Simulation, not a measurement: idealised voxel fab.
process module | voxel self aligned contacts
cross-section cut | 210 nm wide | cells 5 nm
A cross-section is a grid of square cells, given in bands from the top down. A band is one or more rows of cells.
Each band's line starts with the height of the band's top and of its bottom, in nm. Then come its materials from left to right, each with its width in nm. One material with "throughout" fills the band from edge to edge. "air" is empty space.
Height 0 is the level under which the wafer as received is all one material. The lowest band goes on downwards, as in "0 down".
A width such as "30 to 40" changes by the same amount from each row of cells to the next, from the band's top row to its bottom row.
"no change" after a step means that no cell of the cross-section changed.
closed voids: empty space of 8 cells or more with no open way to the top, each as width x height at its distance from the left edge, in nm
after a step's settings: what the simulator itself notes on the step
overlay nm, on a step with a mask: how far to the right of its planned place the mask lay; to the left if negative
plan
1 op RECEIVE | material Si
2 op CONFORMAL_DEP | material SiO2 | thk nm 5
3 op DIRECTIONAL_DEP | material polySi | thk nm 20
4 op DIRECTIONAL_DEP | material SiN | thk nm 10
5 op DIRECTIONAL_DEP | material aC | thk nm 10
6 op PATTERN | tone cover | mask id GATE | material resist | width nm 35 | pitch nm 60 | thk nm 30 | overlay nm 0
7 op DIRECTIONAL_ETCH | etch materials aC | depth nm 10
8 op STRIP | etch materials resist
9 op DIRECTIONAL_ETCH | etch materials SiN | depth nm 15
10 op DIRECTIONAL_ETCH | etch materials polySi | depth nm 20
11 op STRIP | etch materials aC
12 op CONFORMAL_DEP | material SiN | thk nm 5
13 op DIRECTIONAL_ETCH | etch materials SiN | depth nm 5
14 op FILL_DEP | material SiO2 | thk nm 15
15 op CMP | height nm 50
16 op PATTERN | tone open | mask id CONTACT | material resist | width nm 35 | thk nm 20 | overlay nm 0
17 op DIRECTIONAL_ETCH | etch materials SiO2 | depth nm 50
18 op STRIP | etch materials resist
19 op CONFORMAL_DEP | material TiN | thk nm 5
20 op FILL_DEP | material W | thk nm 5
21 op CMP | height nm 50
22 op CONFORMAL_DEP | material SiN | thk nm 5
varied across the wafers: thk nm of step 4. The plan shows the first wafer's value. All wafers start alike
first wafer as received, after step 1
  0 down: Si throughout
  closed voids: none
each wafer at the end: cells of each material gained (+) or lost (-) since it was received, then its closed voids
thk nm 10 | +94 SiN | +270 SiO2 | +25 TiN | +17 W | +56 polySi | closed voids: none
thk nm 15 | +112 SiN | +256 SiO2 | +25 TiN | +13 W | +56 polySi | closed voids: none
thk nm 20 | +138 SiN | +140 SiO2 | +13 TiN | +3 W | +168 polySi | closed voids: none
thk nm 25 | +180 SiN | +105 SiO2 | +7 TiN | +2 W | +168 polySi | closed voids: none
thk nm 30 | +204 SiN | +84 SiO2 | +5 TiN | +1 W | +168 polySi | closed voids: none
